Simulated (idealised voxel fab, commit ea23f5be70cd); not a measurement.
Presented below is a process module, voxel double patterning.
The width of the displayed cross-section, cut, is 220 nm; its cells are square, with a size of 5 nm.
Cross-sections here: square-cell grids, written as top-down lists of bands, a band being one or more rows of cells.
Top, bottom (nm), then materials left to right with widths (nm); lone material tagged "throughout" fills the whole band edge to edge; "blank" = empty space.
For the purposes of this specification, 0 denotes the height below which the wafer in its as-received condition is composed wholly of one material, and the lowermost band, lacking a lower limit, extends downward without end, as expressed in "0 -> down".
Graded width ("30->40"): value in top row of band = first number; value in bottom row = second number; row-to-row change constant.
"remained unchanged" after a step means that no cell of the cross-section changed.
Each empty space that has no open way to the top and spans at least 8 cells appears under "Enclosed void entries" as width x height at distance, the distance counted from the left edge, all in nm.
after a step's settings: what the simulator itself notes on the step
Regarding "overlay nm": on a step with a mask, it is the distance the mask lay to the right of its planned place; a negative value places it to the left.
Below you will find pairs of cross-sections. In each, one shows the wafer before one process step and the other after it, with the after view ending at the lowest band that changed. Under each pair is the step separating them, along with its settings. Do not assume the pairs form a chain: they can come from different runs of this module on the same starting wafer, and a pair continues from the pair above it only when its "Before step" entry says so.

[Before step]
> 35 -> 30  SiCN (40), then blank (15), then SiCN (20), then blank (30), then SiCN (20), then blank (30), then SiCN (65)
> 30 -> 10  TiN (40), then blank (15), then TiN (20), then blank (30), then TiN (20), then blank (30), then TiN (65)
> 10 -> 0  SiO2 throughout
> 0 -> down  Si throughout
> Enclosed void entries: none

[Result of Step]
> 30 -> 10  TiN (40), then blank (15), then TiN (20), then blank (30), then TiN (20), then blank (30), then TiN (65)
> Rest of section, below 10: as before.
> Enclosed void entries: none
Process step separating the two views above: STRIP with etch materials SiCN

[Before step]
> 0 -> down  Si throughout
> Enclosed void entries: none

[Result of Step]
> 10 -> 0  TiN throughout
> Rest of section, below 0: as before.
> Enclosed void entries: none
Process step separating the two views above: CONFORMAL_DEP with material TiN, thk nm 10

Before step: the pre-step structure is the one depicted after the step in the pair just above.

[Result of Step]
> 30 -> 0  TiN throughout
> Rest of section, below 0: as before.
> Enclosed void entries: none
Process step separating the two views above: DIRECTIONAL_DEP with material TiN, thk nm 20

Before step: the pre-step structure is the one depicted after the step in the pair just above.

[Result of Step]
> 35 -> 30  SiCN throughout
> Rest of section, below 30: as before.
> Enclosed void entries: none
Process step separating the two views above: DIRECTIONAL_DEP with material SiCN, thk nm 5

Before step: the pre-step structure is the one depicted after the step in the pair just above.

[Result of Step]
> 35 -> 30  SiCN (50), then blank (15), then SiCN (35), then blank (15), then SiCN (35), then blank (15), then SiCN (55)
> Rest of section, below 30: as before.
> Enclosed void entries: none
Process step separating the two views above: MASKED_ETCH with tone open, mask id FIRST, width nm 15, pitch nm 50, etch materials SiCN, depth nm 5, overlay nm 0

Before step: the pre-step structure is the one depicted after the step in the pair just above.

[Result of Step]
> 50 -> 45  aC (50), then blank (15), then aC (35), then blank (15), then aC (35), then blank (15), then aC (55)
> 45 -> 35  aC throughout
> 35 -> 30  SiCN (50), then aC (15), then SiCN (35), then aC (15), then SiCN (35), then aC (15), then SiCN (55)
> Rest of section, below 30: as before.
> Enclosed void entries: none
Process step separating the two views above: DIRECTIONAL_DEP with material aC, thk nm 15

Before step: the pre-step structure is the one depicted after the step in the pair just above.

[Result of Step]
> 85 -> 50  resist (75), then blank (15), then resist (35), then blank (15), then resist (80)
> 50 -> 45  aC (50), then resist (15), then aC (35), then resist (15), then aC (35), then resist (15), then aC (55)
> Rest of section, below 45: as before.
> Enclosed void entries: none
Process step separating the two views above: PATTERN with tone open, mask id SECOND, material resist, width nm 15, pitch nm 50, thk nm 35, overlay nm 0

Before step: the pre-step structure is the one depicted after the step in the pair just above.

[Result of Step]
> 70 -> 50  resist (75), then blank (15), then resist (35), then blank (15), then resist (80)
> 50 -> 45  aC (50), then resist (15), then aC (10), then blank (15), then aC (10), then resist (15), then aC (10), then blank (15), then aC (10), then resist (15), then aC (55)
> 45 -> 35  aC (75), then blank (15), then aC (35), then blank (15), then aC (80)
> Rest of section, below 35: as before.
> Enclosed void entries: none
Process step separating the two views above: DIRECTIONAL_ETCH with etch materials aC, depth nm 15

Before step: the pre-step structure is the one depicted after the step in the pair just above.

[Result of Step]
> 50 -> 45  aC (50), then blank (15), then aC (10), then blank (15), then aC (10), then blank (15), then aC (10), then blank (15), then aC (10), then blank (15), then aC (55)
> Rest of section, below 45: as before.
> Enclosed void entries: none
Process step separating the two views above: STRIP with etch materials resist

Before step: the pre-step structure is the one depicted after the step in the pair just above.

[Result of Step]
> 50 -> 45  aC (50), then blank (15), then aC (10), then blank (15), then aC (10), then blank (15), then aC (10), then blank (15), then aC (10), then blank (15), then aC (55)
> 45 -> 35  aC (75), then blank (15), then aC (35), then blank (15), then aC (80)
> 35 -> 30  SiCN (50), then aC (15), then SiCN (10), then blank (15), then SiCN (10), then aC (15), then SiCN (10), then blank (15), then SiCN (10), then aC (15), then SiCN (55)
> Rest of section, below 30: as before.
> Enclosed void entries: none
Process step separating the two views above: DIRECTIONAL_ETCH with etch materials SiCN, depth nm 5

Before step: the pre-step structure is the one depicted after the step in the pair just above.

[Result of Step]
> 35 -> 30  SiCN (50), then blank (15), then SiCN (10), then blank (15), then SiCN (10), then blank (15), then SiCN (10), then blank (15), then SiCN (10), then blank (15), then SiCN (55)
> Rest of section, below 30: as before.
> Enclosed void entries: none
Process step separating the two views above: STRIP with etch materials aC

Before step: the pre-step structure is the one depicted after the step in the pair just above.

[Result of Step]
> 35 -> 30  SiCN (50), then blank (15), then SiCN (10), then blank (15), then SiCN (10), then blank (15), then SiCN (10), then blank (15), then SiCN (10), then blank (15), then SiCN (55)
> 30 -> 10  TiN (50), then blank (15), then TiN (10), then blank (15), then TiN (10), then blank (15), then TiN (10), then blank (15), then TiN (10), then blank (15), then TiN (55)
> Rest of section, below 10: as before.
> Enclosed void entries: none
Process step separating the two views above: DIRECTIONAL_ETCH with etch materials TiN, depth nm 20

Before step: the pre-step structure is the one depicted after the step in the pair just above.

[Result of Step]
> 30 -> 10  TiN (50), then blank (15), then TiN (10), then blank (15), then TiN (10), then blank (15), then TiN (10), then blank (15), then TiN (10), then blank (15), then TiN (55)
> Rest of section, below 10: as before.
> Enclosed void entries: none
Process step separating the two views above: STRIP with etch materials SiCN

[Before step]
> 50 -> 45  aC (50), then blank (15), then aC (35), then blank (15), then aC (35), then blank (15), then aC (55)
> 45 -> 35  aC throughout
> 35 -> 30  SiCN (50), then aC (15), then SiCN (35), then aC (15), then SiCN (35), then aC (15), then SiCN (55)
> 30 -> 10  TiN throughout
> 10 -> 0  SiO2 throughout
> 0 -> down  Si throughout
> Enclosed void entries: none

[Result of Step]
> 85 -> 50  blank (75), then resist (15), then blank (35), then resist (15), then blank (80)
> Rest of section, below 50: as before.
> Enclosed void entries: none
Process step separating the two views above: PATTERN with tone cover, mask id SECOND, material resist, width nm 15, pitch nm 50, thk nm 35, overlay nm 0

Before step: the pre-step structure is the one depicted after the step in the pair just above.

[Result of Step]
> 70 -> 50  blank (75), then resist (15), then blank (35), then resist (15), then blank (80)
> 50 -> 35  blank (75), then aC (15), then blank (35), then aC (15), then blank (80)
> 35 -> 30  SiCN (50), then blank (15), then SiCN (35), then blank (15), then SiCN (35), then blank (15), then SiCN (55)
> Rest of section, below 30: as before.
> Enclosed void entries: none
Process step separating the two views above: DIRECTIONAL_ETCH with etch materials aC, depth nm 15

Before step: the pre-step structure is the one depicted after the step in the pair just above.

[Result of Step]
> 50 -> 35  blank (75), then aC (15), then blank (35), then aC (15), then blank (80)
> Rest of section, below 35: as before.
> Enclosed void entries: none
Process step separating the two views above: STRIP with etch materials resist

Before step: the pre-step structure is the one depicted after the step in the pair just above.

[Result of Step]
> 50 -> 35  blank (75), then aC (15), then blank (35), then aC (15), then blank (80)
> 35 -> 30  blank (75), then SiCN (15), then blank (35), then SiCN (15), then blank (80)
> Rest of section, below 30: as before.
> Enclosed void entries: none
Process step separating the two views above: DIRECTIONAL_ETCH with etch materials SiCN, depth nm 5

Before step: the pre-step structure is the one depicted after the step in the pair just above.

[Result of Step]
> 35 -> 30  blank (75), then SiCN (15), then blank (35), then SiCN (15), then blank (80)
> Rest of section, below 30: as before.
> Enclosed void entries: none
Process step separating the two views above: STRIP with etch materials aC

Before step: the pre-step structure is the one depicted after the step in the pair just above.

[Result of Step]
> 35 -> 30  blank (75), then SiCN (15), then blank (35), then SiCN (15), then blank (80)
> 30 -> 10  blank (75), then TiN (15), then blank (35), then TiN (15), then blank (80)
> Rest of section, below 10: as before.
> Enclosed void entries: none
Process step separating the two views above: DIRECTIONAL_ETCH with etch materials TiN, depth nm 20

Before step: the pre-step structure is the one depicted after the step in the pair just above.

[Result of Step]
> 30 -> 10  blank (75), then TiN (15), then blank (35), then TiN (15), then blank (80)
> Rest of section, below 10: as before.
> Enclosed void entries: none
Process step separating the two views above: STRIP with etch materials SiCN
